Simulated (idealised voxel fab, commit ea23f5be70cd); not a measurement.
The name of this process module is voxel spacer lines.
Each square cell in cross-section cut measures 5 nm, and the section as a whole is 235 nm wide.
Cross-sections here: square-cell grids, written as top-down lists of bands, a band being one or more rows of cells.
Heights first: top, then bottom, in nm. Then materials, left to right, each with a width in nm. "throughout" on a single material: fills the band edge to edge. "blank": empty space.
Height reference: 0 = level under which incoming wafer is all one material. Lowest band: no bottom, runs on downward, e.g. "0 and below".
Width "30..40": first value at the band's top row of cells, second value at its bottom row, equal change from row to row.
"stayed the same", as given for a step, is the statement that not any cell of the cross-section underwent a change during that step.
The label "Closed void listing" introduces a list of the empty spaces, 8 cells or larger, that have no open way up to the top; each entry in it reads width x height at distance, where the distance is taken from the left edge and all three are stated in nm.
Anything after a step's settings on that line? It's the simulator's own note about the step.
The line of a step may include "overlay nm". On a step with a mask, this value is how far to the right of its planned place the mask lay. A negative value means the mask lay to the left.

**List of planned process steps**
1 RECEIVE: material Si
2 CONFORMAL_DEP: material SiO2, thk nm 5
3 DIRECTIONAL_DEP: material TiN, thk nm 20
4 DIRECTIONAL_DEP: material aC, thk nm 20
5 PATTERN: tone cover, mask id MANDREL, material resist, width nm 15, pitch nm 60, thk nm 25, overlay nm -15
6 DIRECTIONAL_ETCH: etch materials aC, depth nm 20
7 STRIP: etch materials resist
8 CONFORMAL_DEP: material SiN, thk nm 15
9 DIRECTIONAL_ETCH: etch materials SiN, depth nm 15
10 STRIP: etch materials aC
11 DIRECTIONAL_ETCH: etch materials TiN, depth nm 20
12 STRIP: etch materials SiN
13 FILL_DEP: material SiO2, thk nm 5
14 CMP: height nm 25
The value of overlay nm given for step 5 in the plan refers to the first wafer; the wafers vary in this setting and are alike at the start.

**First wafer of several, as received: cross-section after step 1**
- 0 and below | Si throughout
- Closed void listing: none

**First of several wafers: cross-section at the end of the module, after step 14, its last step**
- 25 down to 5 | SiO2=50 / TiN=15 / SiO2=15 / TiN=15 / SiO2=15 / TiN=15 / SiO2=15 / TiN=15 / SiO2=80
- 5 down to 0 | SiO2 throughout
- 0 and below | Si throughout
- Closed void listing: none

**Of the several wafers, the last: cross-section at the end of the module**
- 25 down to 5 | SiO2=80 / TiN=15 / SiO2=15 / TiN=15 / SiO2=15 / TiN=15 / SiO2=15 / TiN=15 / SiO2=50
- 5 down to 0 | SiO2 throughout
- 0 and below | Si throughout
- Closed void listing: none

**The table below has one row for each wafer; a row shows, as of the end of the module, how many cells of each material the wafer has gained, marked (+), or lost, marked (-), since it was received, and then the wafer's closed voids**
overlay nm -15; +187 SiO2; +48 TiN; Closed void listing: none
overlay nm -10; +187 SiO2; +48 TiN; Closed void listing: none
overlay nm -5; +187 SiO2; +48 TiN; Closed void listing: none
overlay nm 0; +187 SiO2; +48 TiN; Closed void listing: none
overlay nm 5; +187 SiO2; +48 TiN; Closed void listing: none
overlay nm 10; +187 SiO2; +48 TiN; Closed void listing: none
overlay nm 15; +187 SiO2; +48 TiN; Closed void listing: none
